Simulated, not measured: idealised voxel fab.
Proc. module: voxel self aligned contacts
Section cut is 225 nm wide and gridded with 5 nm square cells.
Heads up, the way a cross-section reads in here is a grid of square cells, handed over as bands from the top down, with every band being one or more rows of cells. For a band, the entry starts with two heights in nm, that of the top and then that of the bottom, and carries on with the band's materials in order from left to right, each alongside its width in nm; the word "edge to edge" beside a single material means it fills the band edge to edge, and "air" means empty space. The level at which height equals 0 is the one under which the wafer, as it arrives, is entirely one material. No lower edge exists for the bottom band, which continues downward and is notated as in "0..down". Think of "30..40" as a width that walks from the first number to the second as you go down the band, top row to bottom row, taking equal-sized steps from row to row. The designation "all unchanged", where it is given for a processing step, indicates that no cell of the cross-section was altered in the course of that step. Under "Entrapped voids" you'll find the enclosed gaps, the ones with no way out to the top, that are 8 cells or bigger; each reads width x height at distance, with distance counted from the left edge, everything in nm. On each step's line, the part that comes after the settings is the simulator's own comment on the step. Among the settings permitted on a step's line is "overlay nm"; applied to a step with a mask, it specifies the extent to which the mask lay to the right of its planned position, whereas a negative figure signifies a position to the left. Each pair of cross-sections that follows straddles one process step: the one shows the state before the step, the other the state after it, down to the lowest band that changed and no further. The step in question, and its settings, are given under the pair. Note that a pair is not necessarily a continuation of the pair above it, since pairs can come from different runs of this module on the same starting wafer; it is a continuation only where its entry headed "Ahead of processing" says so.

# Ahead of processing
45..30  55 nm air  35 nm SiN  25 nm air  35 nm SiN  75 nm air
30..5  55 nm air  35 nm polySi  25 nm air  35 nm polySi  75 nm air
5..0  SiO2 edge to edge
0..down  Si edge to edge
Entrapped voids: none

# Result of Step
50..30  50 nm air  45 nm SiN  15 nm air  45 nm SiN  70 nm air
30..10  50 nm air  5 nm SiN  35 nm polySi  5 nm SiN  15 nm air  5 nm SiN  35 nm polySi  5 nm SiN  70 nm air
10..5  55 nm SiN  35 nm polySi  25 nm SiN  35 nm polySi  75 nm SiN
Heights below 5 show no change.
Entrapped voids: none
The structure goes from the before cross-section above to the after cross-section through op CONFORMAL_DEP | material SiN | thk nm 5

Ahead of processing: as shown after the step in the preceding pair, directly above.

# Result of Step
45..30  50 nm air  45 nm SiN  15 nm air  45 nm SiN  70 nm air
30..5  50 nm air  5 nm SiN  35 nm polySi  5 nm SiN  15 nm air  5 nm SiN  35 nm polySi  5 nm SiN  70 nm air
Heights below 5 show no change.
Entrapped voids: none
The structure goes from the before cross-section above to the after cross-section through op DIRECTIONAL_ETCH | etch materials SiN | depth nm 5

Ahead of processing: as shown after the step in the preceding pair, directly above.

# Result of Step
65..45  SiO2 edge to edge
45..30  50 nm SiO2  45 nm SiN  15 nm SiO2  45 nm SiN  70 nm SiO2
30..5  50 nm SiO2  5 nm SiN  35 nm polySi  5 nm SiN  15 nm SiO2  5 nm SiN  35 nm polySi  5 nm SiN  70 nm SiO2
Heights below 5 show no change.
Entrapped voids: none
The structure goes from the before cross-section above to the after cross-section through op FILL_DEP | material SiO2 | thk nm 20

Ahead of processing: as shown after the step in the preceding pair, directly above.

# Result of Step
55..45  SiO2 edge to edge
Heights below 45 show no change.
Entrapped voids: none
The structure goes from the before cross-section above to the after cross-section through op CMP | height nm 55

Ahead of processing: as shown after the step in the preceding pair, directly above.

# Result of Step
55..45  95 nm SiO2  35 nm air  95 nm SiO2
45..30  50 nm SiO2  45 nm SiN  15 nm air  45 nm SiN  70 nm SiO2
30..5  50 nm SiO2  5 nm SiN  35 nm polySi  5 nm SiN  15 nm air  5 nm SiN  35 nm polySi  5 nm SiN  70 nm SiO2
5..0  95 nm SiO2  15 nm air  115 nm SiO2
Heights below 0 show no change.
Entrapped voids: none
The structure goes from the before cross-section above to the after cross-section through op MASKED_ETCH | tone open | mask id CONTACT | width nm 35 | etch materials SiO2 | depth nm 55 | overlay nm 0

Ahead of processing: as shown after the step in the preceding pair, directly above.

# Result of Step
60..55  100 nm TiN  25 nm air  100 nm TiN
55..45  95 nm SiO2  5 nm TiN  25..5 nm air  5..25 nm TiN  95 nm SiO2
45..30  50 nm SiO2  45 nm SiN  5 nm TiN  5 nm air  5 nm TiN  45 nm SiN  70 nm SiO2
30..5  50 nm SiO2  5 nm SiN  35 nm polySi  5 nm SiN  5 nm TiN  5 nm air  5 nm TiN  5 nm SiN  35 nm polySi  5 nm SiN  70 nm SiO2
5..0  95 nm SiO2  15 nm TiN  115 nm SiO2
Heights below 0 show no change.
Entrapped voids: none
The structure goes from the before cross-section above to the after cross-section through op CONFORMAL_DEP | material TiN | thk nm 5

Ahead of processing: as shown after the step in the preceding pair, directly above.

# Result of Step
65..60  Ru edge to edge
60..55  100 nm TiN  25 nm Ru  100 nm TiN
55..45  95 nm SiO2  5 nm TiN  25..5 nm Ru  5..25 nm TiN  95 nm SiO2
45..30  50 nm SiO2  45 nm SiN  5 nm TiN  5 nm Ru  5 nm TiN  45 nm SiN  70 nm SiO2
30..5  50 nm SiO2  5 nm SiN  35 nm polySi  5 nm SiN  5 nm TiN  5 nm Ru  5 nm TiN  5 nm SiN  35 nm polySi  5 nm SiN  70 nm SiO2
Heights below 5 show no change.
Entrapped voids: none
The structure goes from the before cross-section above to the after cross-section through op FILL_DEP | material Ru | thk nm 5

Ahead of processing: as shown after the step in the preceding pair, directly above.

# Result of Step
55..45  95 nm SiO2  5 nm TiN  25..5 nm Ru  5..25 nm TiN  95 nm SiO2
Heights below 45 show no change.
Entrapped voids: none
The structure goes from the before cross-section above to the after cross-section through op CMP | height nm 55

Ahead of processing: as shown after the step in the preceding pair, directly above.

# Result of Step
60..55  SiN edge to edge
Heights below 55 show no change.
Entrapped voids: none
The structure goes from the before cross-section above to the after cross-section through op CONFORMAL_DEP | material SiN | thk nm 5

# Ahead of processing
45..30  65 nm air  35 nm SiN  25 nm air  35 nm SiN  65 nm air
30..5  65 nm air  35 nm polySi  25 nm air  35 nm polySi  65 nm air
5..0  SiO2 edge to edge
0..down  Si edge to edge
Entrapped voids: none

# Result of Step
50..45  60 nm air  45 nm TiN  15 nm air  45 nm TiN  60 nm air
45..30  60 nm air  5 nm TiN  35 nm SiN  5 nm TiN  15 nm air  5 nm TiN  35 nm SiN  5 nm TiN  60 nm air
30..10  60 nm air  5 nm TiN  35 nm polySi  5 nm TiN  15 nm air  5 nm TiN  35 nm polySi  5 nm TiN  60 nm air
10..5  65 nm TiN  35 nm polySi  25 nm TiN  35 nm polySi  65 nm TiN
Heights below 5 show no change.
Entrapped voids: none
The structure goes from the before cross-section above to the after cross-section through op CONFORMAL_DEP | material TiN | thk nm 5

Ahead of processing: as shown after the step in the preceding pair, directly above.

# Result of Step
70..50  SiO2 edge to edge
50..45  60 nm SiO2  45 nm TiN  15 nm SiO2  45 nm TiN  60 nm SiO2
45..30  60 nm SiO2  5 nm TiN  35 nm SiN  5 nm TiN  15 nm SiO2  5 nm TiN  35 nm SiN  5 nm TiN  60 nm SiO2
30..10  60 nm SiO2  5 nm TiN  35 nm polySi  5 nm TiN  15 nm SiO2  5 nm TiN  35 nm polySi  5 nm TiN  60 nm SiO2
Heights below 10 show no change.
Entrapped voids: none
The structure goes from the before cross-section above to the after cross-section through op FILL_DEP | material SiO2 | thk nm 20

Ahead of processing: as shown after the step in the preceding pair, directly above.

# Result of Step
55..50  SiO2 edge to edge
Heights below 50 show no change.
Entrapped voids: none
The structure goes from the before cross-section above to the after cross-section through op CMP | height nm 55

Ahead of processing: as shown after the step in the preceding pair, directly above.

# Result of Step
55..50  95 nm SiO2  35 nm air  95 nm SiO2
50..45  60 nm SiO2  45 nm TiN  15 nm air  45 nm TiN  60 nm SiO2
45..30  60 nm SiO2  5 nm TiN  35 nm SiN  5 nm TiN  15 nm air  5 nm TiN  35 nm SiN  5 nm TiN  60 nm SiO2
30..10  60 nm SiO2  5 nm TiN  35 nm polySi  5 nm TiN  15 nm air  5 nm TiN  35 nm polySi  5 nm TiN  60 nm SiO2
Heights below 10 show no change.
Entrapped voids: none
The structure goes from the before cross-section above to the after cross-section through op MASKED_ETCH | tone open | mask id CONTACT | width nm 35 | etch materials SiO2 | depth nm 55 | overlay nm 0

Ahead of processing: as shown after the step in the preceding pair, directly above.

# Result of Step
60..55  100 nm TiN  25 nm air  100 nm TiN
55..45  95..60 nm SiO2  15..50 nm TiN  5 nm air  15..50 nm TiN  95..60 nm SiO2
45..30  60 nm SiO2  5 nm TiN  35 nm SiN  10 nm TiN  5 nm air  10 nm TiN  35 nm SiN  5 nm TiN  60 nm SiO2
30..15  60 nm SiO2  5 nm TiN  35 nm polySi  10 nm TiN  5 nm air  10 nm TiN  35 nm polySi  5 nm TiN  60 nm SiO2
15..10  60 nm SiO2  5 nm TiN  35 nm polySi  25 nm TiN  35 nm polySi  5 nm TiN  60 nm SiO2
Heights below 10 show no change.
Entrapped voids: none
The structure goes from the before cross-section above to the after cross-section through op CONFORMAL_DEP | material TiN | thk nm 5

Ahead of processing: as shown after the step in the preceding pair, directly above.

# Result of Step
65..60  Ru edge to edge
60..55  100 nm TiN  25 nm Ru  100 nm TiN
55..45  95..60 nm SiO2  15..50 nm TiN  5 nm Ru  15..50 nm TiN  95..60 nm SiO2
45..30  60 nm SiO2  5 nm TiN  35 nm SiN  10 nm TiN  5 nm Ru  10 nm TiN  35 nm SiN  5 nm TiN  60 nm SiO2
30..15  60 nm SiO2  5 nm TiN  35 nm polySi  10 nm TiN  5 nm Ru  10 nm TiN  35 nm polySi  5 nm TiN  60 nm SiO2
Heights below 15 show no change.
Entrapped voids: none
The structure goes from the before cross-section above to the after cross-section through op FILL_DEP | material Ru | thk nm 5

Ahead of processing: as shown after the step in the preceding pair, directly above.

# Result of Step
55..45  95..60 nm SiO2  15..50 nm TiN  5 nm Ru  15..50 nm TiN  95..60 nm SiO2
Heights below 45 show no change.
Entrapped voids: none
The structure goes from the before cross-section above to the after cross-section through op CMP | height nm 55

Ahead of processing: as shown after the step in the preceding pair, directly above.

# Result of Step
60..55  SiN edge to edge
Heights below 55 show no change.
Entrapped voids: none
The structure goes from the before cross-section above to the after cross-section through op CONFORMAL_DEP | material SiN | thk nm 5

# Ahead of processing
55..45  SiO2 edge to edge
45..30  60 nm SiO2  45 nm SiN  15 nm SiO2  45 nm SiN  60 nm SiO2
30..5  60 nm SiO2  5 nm SiN  35 nm polySi  5 nm SiN  15 nm SiO2  5 nm SiN  35 nm polySi  5 nm SiN  60 nm SiO2
5..0  SiO2 edge to edge
0..down  Si edge to edge
Entrapped voids: none

# Result of Step
55..45  95 nm air  35 nm SiO2  95 nm air
45..30  60 nm air  45 nm SiN  15 nm SiO2  45 nm SiN  60 nm air
30..5  60 nm air  5 nm SiN  35 nm polySi  5 nm SiN  15 nm SiO2  5 nm SiN  35 nm polySi  5 nm SiN  60 nm air
5..0  60 nm air  105 nm SiO2  60 nm air
Heights below 0 show no change.
Entrapped voids: none
The structure goes from the before cross-section above to the after cross-section through op MASKED_ETCH | tone cover | mask id CONTACT | width nm 35 | etch materials SiO2 | depth nm 55 | overlay nm 0

Ahead of processing: as shown after the step in the preceding pair, directly above.

# Result of Step
60..55  90 nm air  45 nm TiN  90 nm air
55..45  90..55 nm air  5..40 nm TiN  35 nm SiO2  5..40 nm TiN  90..55 nm air
45..30  55 nm air  5 nm TiN  45 nm SiN  15 nm SiO2  45 nm SiN  5 nm TiN  55 nm air
30..5  55 nm air  5 nm TiN  5 nm SiN  35 nm polySi  5 nm SiN  15 nm SiO2  5 nm SiN  35 nm polySi  5 nm SiN  5 nm TiN  55 nm air
5..0  60 nm TiN  105 nm SiO2  60 nm TiN
Heights below 0 show no change.
Entrapped voids: none
The structure goes from the before cross-section above to the after cross-section through op CONFORMAL_DEP | material TiN | thk nm 5

Ahead of processing: as shown after the step in the preceding pair, directly above.

# Result of Step
65..60  Ru edge to edge
60..55  90 nm Ru  45 nm TiN  90 nm Ru
55..45  90..55 nm Ru  5..40 nm TiN  35 nm SiO2  5..40 nm TiN  90..55 nm Ru
45..30  55 nm Ru  5 nm TiN  45 nm SiN  15 nm SiO2  45 nm SiN  5 nm TiN  55 nm Ru
30..5  55 nm Ru  5 nm TiN  5 nm SiN  35 nm polySi  5 nm SiN  15 nm SiO2  5 nm SiN  35 nm polySi  5 nm SiN  5 nm TiN  55 nm Ru
Heights below 5 show no change.
Entrapped voids: none
The structure goes from the before cross-section above to the after cross-section through op FILL_DEP | material Ru | thk nm 5

Ahead of processing: as shown after the step in the preceding pair, directly above.

# Result of Step
55..45  90..55 nm Ru  5..40 nm TiN  35 nm SiO2  5..40 nm TiN  90..55 nm Ru
Heights below 45 show no change.
Entrapped voids: none
The structure goes from the before cross-section above to the after cross-section through op CMP | height nm 55

Ahead of processing: as shown after the step in the preceding pair, directly above.

# Result of Step
60..55  SiN edge to edge
Heights below 55 show no change.
Entrapped voids: none
The structure goes from the before cross-section above to the after cross-section through op CONFORMAL_DEP | material SiN | thk nm 5
